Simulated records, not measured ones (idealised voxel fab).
Process module, titled voxel quadruple lines
It is cross-section cut that appears here, measuring 170 nm in width, its square cells being 5 nm in size.
Notation: cross-section as square-cell grid; stated in bands, top first, going down; one or more cell rows per band. This entry defines a band. It first specifies the height of the band's top and the height of its bottom in nm, and then specifies the band's materials from left to right, stating each material with its width in nm. The word "everywhere" identifies a single material that fills the band from edge to edge, while the word "air" identifies empty space. Heights are expressed relative to 0, this being the level below which the as-received wafer comprises one material exclusively. The lowest band is unbounded in the downward direction and is denoted as in "0 nm and below". Width "30->40": first value at the band's top row of cells, second value at its bottom row, equal change from row to row. The designation "identical to before", where it is given for a processing step, indicates that no cell of the cross-section was altered in the course of that step. Enclosed voids (no open way to top), threshold 8 cells or more, entry "Enclosed cavity list", notation width x height at distance, distance from left edge, nm. Step line, after settings: the simulator's comment on this step. For masked steps, "overlay nm" on the step line gives how far right of plan the mask actually lay; a minus sign means it lay to the left.

PROCESS STEPS - PLAN
1: RECEIVE, material Si
2: CONFORMAL_DEP, material SiO2, thk nm 10
3: DIRECTIONAL_DEP, material TiN, thk nm 15
4: DIRECTIONAL_DEP, material polySi, thk nm 20
5: DIRECTIONAL_DEP, material aC, thk nm 25
6: PATTERN, tone cover, mask id MANDREL, material resist, width nm 35, thk nm 35, overlay nm -15
7: DIRECTIONAL_ETCH, etch materials aC, depth nm 25
8: STRIP, etch materials resist
9: CONFORMAL_DEP, material SiO2, thk nm 15
10: DIRECTIONAL_ETCH, etch materials SiO2, depth nm 15
11: STRIP, etch materials aC
12: DIRECTIONAL_ETCH, etch materials polySi, depth nm 20
13: STRIP, etch materials SiO2
14: CONFORMAL_DEP, material SiCN, thk nm 10
15: DIRECTIONAL_ETCH, etch materials SiCN, depth nm 10
16: STRIP, etch materials polySi
17: DIRECTIONAL_ETCH, etch materials TiN, depth nm 15
18: STRIP, etch materials SiCN
19: FILL_DEP, material SiO2, thk nm 10
20: CMP, height nm 25
The wafers are alike at the start. At step 6, their overlay nm differs. The plan lists the first wafer's value.

FIRST WAFER OF SEVERAL, AS RECEIVED: CROSS-SECTION AFTER STEP 1
	0 nm and below | Si everywhere
	Enclosed cavity list: none

NOTE: THE FOLLOWING TABLE IS ARRANGED BY WAFER, A ROW APIECE. EACH ROW REPORTS THE END-OF-MODULE STATE: PER MATERIAL, CELLS GAINED (+) OR CELLS LOST (-) COMPARED WITH THE WAFER AS RECEIVED; CLOSED VOIDS FOLLOW
overlay nm -15, +146 SiO2, +24 TiN, Enclosed cavity list: none
overlay nm -10, +146 SiO2, +24 TiN, Enclosed cavity list: none
overlay nm -5, +146 SiO2, +24 TiN, Enclosed cavity list: none
overlay nm 0, +146 SiO2, +24 TiN, Enclosed cavity list: none
overlay nm 5, +146 SiO2, +24 TiN, Enclosed cavity list: none
overlay nm 10, +146 SiO2, +24 TiN, Enclosed cavity list: none
overlay nm 15, +146 SiO2, +24 TiN, Enclosed cavity list: none
